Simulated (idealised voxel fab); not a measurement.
Process module, titled voxel transistor to metal
It is cross-section cut that appears here, measuring 190 nm in width, its square cells being 5 nm in size.
If you're reading a cross-section in this doc, picture square cells in a grid; it comes to you as bands, top ones listed first down to the bottom, and a band can be one or more rows of cells.
It is stipulated that each band's entry specify, in nanometres, the height of the top of the band and then that of its bottom, followed by the materials of the band in left-to-right sequence, each together with its width in nanometres. A single material marked by the word "all across" is understood to fill the band from edge to edge; the word "empty" is understood to denote empty space.
Height reference: 0 = level under which incoming wafer is all one material. Lowest band: no bottom, runs on downward, e.g. "0 -> down".
You'd read "30 to 40" like this: the band's top row of cells is as wide as the first number, its bottom row is as wide as the second, and going down, every row changes width by the same amount as the row before did.
It should be understood that the words "everything unchanged", when stated for a given step, signify that the cross-section underwent no change in any of its cells during that step.
Empty spaces without an open route to the top, at least 8 cells in extent, make up the entry "Trapped voids"; each is given as width x height at distance, where the distance is measured from the left edge, and all are in nm.
Whatever follows a step's settings on its line is a remark the simulator itself makes about that step.
overlay nm: for a step with a mask, the amount by which the mask lay right of where it was planned; a negative amount means left of it.

## Process steps - plan
1. RECEIVE,material Si
2. OXIDIZE,depth nm 5
3. CONFORMAL_DEP,material SiN,thk nm 10
4. MASKED_ETCH,tone cover,mask id ACTIVE,width nm 125,etch materials SiN,depth nm 10,overlay nm 0
5. MASKED_ETCH,tone cover,mask id ACTIVE,width nm 125,etch materials SiO2,depth nm 5,overlay nm 0
6. MASKED_ETCH,tone cover,mask id ACTIVE,width nm 125,etch materials Si,depth nm 20,overlay nm 0
7. OXIDIZE,depth nm 5
8. FILL_DEP,material SiO2,thk nm 5
9. CMP,height nm 10
10. SELECTIVE_ETCH,etch materials SiO2,depth nm 5
11. STRIP,etch materials SiN
12. SELECTIVE_ETCH,etch materials SiO2,depth nm 5
13. OXIDIZE,depth nm 5
14. DIRECTIONAL_DEP,material polySi,thk nm 30
15. DIRECTIONAL_DEP,material SiCN,thk nm 10
16. MASKED_ETCH,tone cover,mask id GATE,width nm 35,etch materials SiCN,depth nm 20,overlay nm 0
17. MASKED_ETCH,tone cover,mask id GATE,width nm 35,etch materials polySi,depth nm 40,overlay nm 0
18. CONFORMAL_DEP,material SiN,thk nm 5
19. DIRECTIONAL_ETCH,etch materials SiN,depth nm 5
20. DIRECTIONAL_ETCH,etch materials SiO2,depth nm 5
21. EPI,material pSi,thk nm 5
22. FILL_DEP,material SiO2,thk nm 10
23. CMP,height nm 25
24. STRIP,etch materials polySi
25. SELECTIVE_ETCH,etch materials SiO2,depth nm 5
26. CONFORMAL_DEP,material HfO2,thk nm 5
27. CONFORMAL_DEP,material TiN,thk nm 5
28. FILL_DEP,material W,thk nm 5
29. CMP,height nm 20
30. DIRECTIONAL_DEP,material SiO2,thk nm 10
31. MASKED_ETCH,tone open,mask id CONTACT,width nm 20,pitch nm 85,etch materials SiO2,depth nm 35,overlay nm 0
32. CONFORMAL_DEP,material TiN,thk nm 5
33. FILL_DEP,material Ru,thk nm 5
34. CMP,height nm 30
35. CONFORMAL_DEP,material SiCN,thk nm 5
36. DIRECTIONAL_DEP,material SiO2,thk nm 25
37. PATTERN,tone open,mask id METAL_1,material resist,width nm 20,pitch nm 85,thk nm 15,overlay nm 0
38. DIRECTIONAL_ETCH,etch materials SiO2,depth nm 25
39. DIRECTIONAL_ETCH,etch materials SiCN,depth nm 5
40. STRIP,etch materials resist
41. CONFORMAL_DEP,material TiN,thk nm 5
42. FILL_DEP,material Cu,thk nm 5
43. CMP,height nm 60
44. EPI,material Ru,thk nm 5
45. FILL_DEP,material SiCN,thk nm 5
46. DIRECTIONAL_DEP,material lowk,thk nm 30
47. PATTERN,tone open,mask id METAL_2_HOLES,material resist,width nm 15,pitch nm 85,thk nm 15,overlay nm 0
48. DIRECTIONAL_ETCH,etch materials lowk,depth nm 30
49. STRIP,etch materials resist
50. PATTERN,tone open,mask id METAL_2,material resist,width nm 20,pitch nm 85,thk nm 15,overlay nm 0
51. DIRECTIONAL_ETCH,etch materials lowk,depth nm 20
52. DIRECTIONAL_ETCH,etch materials SiCN,depth nm 5
53. STRIP,etch materials resist
54. CONFORMAL_DEP,material TiN,thk nm 5
55. FILL_DEP,material Cu,thk nm 5
56. CMP,height nm 100
57. CONFORMAL_DEP,material SiN,thk nm 5

## Cross-section of the incoming wafer, state after step 1
0 -> down | Si all across
Trapped voids: none

## Cross-sectional image of the first of two wafers at the end of the module, the run having proceeded as planned
105 -> 100 | SiN all across
100 -> 85 | lowk 40 nm, TiN 5 nm, Cu 10 nm, TiN 5 nm, lowk 65 nm, TiN 5 nm, Cu 10 nm, TiN 5 nm, lowk 45 nm
85 -> 80 | lowk 40 nm, TiN 5 nm, Cu 5 nm, TiN 10 nm, lowk 65 nm, TiN 5 nm, Cu 5 nm, TiN 10 nm, lowk 45 nm
80 -> 70 | lowk 40 nm, TiN 5 nm, Cu 5 nm, TiN 5 nm, lowk 70 nm, TiN 5 nm, Cu 5 nm, TiN 5 nm, lowk 50 nm
70 -> 65 | SiCN 40 nm, TiN 15 nm, SiCN 70 nm, TiN 15 nm, SiCN 50 nm
65 -> 60 | SiCN 35 nm, Ru 30 nm, SiCN 55 nm, Ru 30 nm, SiCN 40 nm
60 -> 35 | SiO2 40 nm, TiN 5 nm, Cu 10 nm, TiN 5 nm, SiO2 65 nm, TiN 5 nm, Cu 10 nm, TiN 5 nm, SiO2 45 nm
35 -> 30 | SiCN 40 nm, TiN 20 nm, SiCN 65 nm, TiN 20 nm, SiCN 45 nm
30 -> 20 | SiO2 40 nm, TiN 5 nm, Ru 10 nm, TiN 5 nm, SiO2 65 nm, TiN 5 nm, Ru 10 nm, TiN 5 nm, SiO2 45 nm
20 -> 0 | SiO2 40 nm, TiN 5 nm, Ru 10 nm, TiN 5 nm, SiO2 10 nm, SiN 5 nm, HfO2 5 nm, TiN 5 nm, W 15 nm, TiN 5 nm, HfO2 5 nm, SiN 5 nm, SiO2 10 nm, TiN 5 nm, Ru 10 nm, TiN 5 nm, SiO2 45 nm
0 -> -5 | SiO2 25 nm, SiN 5 nm, SiO2 10 nm, TiN 20 nm, SiO2 10 nm, SiN 5 nm, HfO2 5 nm, TiN 25 nm, HfO2 5 nm, SiN 5 nm, SiO2 10 nm, TiN 20 nm, SiO2 10 nm, SiN 5 nm, SiO2 30 nm
-5 -> -10 | SiO2 30 nm, pSi 40 nm, HfO2 45 nm, pSi 40 nm, SiO2 35 nm
-10 -> -30 | SiO2 35 nm, Si 115 nm, SiO2 40 nm
-30 -> down | Si all across
Trapped voids: none

## This is the second of the two wafers, cross-sectioned at the end of the module; it started exactly like the first and was given the same plan, but it was run with one mistake
105 -> 100 | SiN all across
100 -> 85 | lowk 40 nm, TiN 5 nm, Cu 10 nm, TiN 5 nm, lowk 65 nm, TiN 5 nm, Cu 10 nm, TiN 5 nm, lowk 45 nm
85 -> 80 | lowk 40 nm, TiN 5 nm, Cu 5 nm, TiN 10 nm, lowk 65 nm, TiN 5 nm, Cu 5 nm, TiN 10 nm, lowk 45 nm
80 -> 70 | lowk 40 nm, TiN 5 nm, Cu 5 nm, TiN 5 nm, lowk 70 nm, TiN 5 nm, Cu 5 nm, TiN 5 nm, lowk 50 nm
70 -> 65 | SiCN 40 nm, TiN 15 nm, SiCN 70 nm, TiN 15 nm, SiCN 50 nm
65 -> 60 | SiCN 35 nm, Ru 30 nm, SiCN 55 nm, Ru 30 nm, SiCN 40 nm
60 -> 35 | SiO2 40 nm, TiN 5 nm, Cu 10 nm, TiN 5 nm, SiO2 65 nm, TiN 5 nm, Cu 10 nm, TiN 5 nm, SiO2 45 nm
35 -> 30 | SiCN 40 nm, TiN 20 nm, SiCN 65 nm, TiN 20 nm, SiCN 45 nm
30 -> 20 | SiO2 40 nm, TiN 5 nm, Ru 10 nm, TiN 5 nm, SiO2 65 nm, TiN 5 nm, Ru 10 nm, TiN 5 nm, SiO2 45 nm
20 -> 0 | SiO2 40 nm, TiN 5 nm, Ru 10 nm, TiN 5 nm, SiO2 10 nm, SiN 5 nm, HfO2 5 nm, TiN 5 nm, W 15 nm, TiN 5 nm, HfO2 5 nm, SiN 5 nm, SiO2 10 nm, TiN 5 nm, Ru 10 nm, TiN 5 nm, SiO2 45 nm
0 -> -5 | SiO2 25 nm, SiN 5 nm, SiO2 10 nm, TiN 20 nm, SiO2 10 nm, SiN 5 nm, HfO2 5 nm, TiN 25 nm, HfO2 5 nm, SiN 5 nm, SiO2 10 nm, TiN 20 nm, SiO2 10 nm, SiN 5 nm, SiO2 30 nm
-5 -> -10 | SiO2 30 nm, pSi 40 nm, HfO2 45 nm, pSi 40 nm, SiO2 35 nm
-10 -> -25 | SiO2 35 nm, Si 115 nm, SiO2 40 nm
-25 -> down | Si all across
Trapped voids: none
Where did the run depart from the plan? step 6: run off-plan, actual operation and settings MASKED_ETCH,tone cover,mask id ACTIVE,width nm 125,etch materials Si,depth nm 15,overlay nm 0
Cell-count delta at end, second wafer over first, by material: 15 more of Si; 15 fewer of SiO2
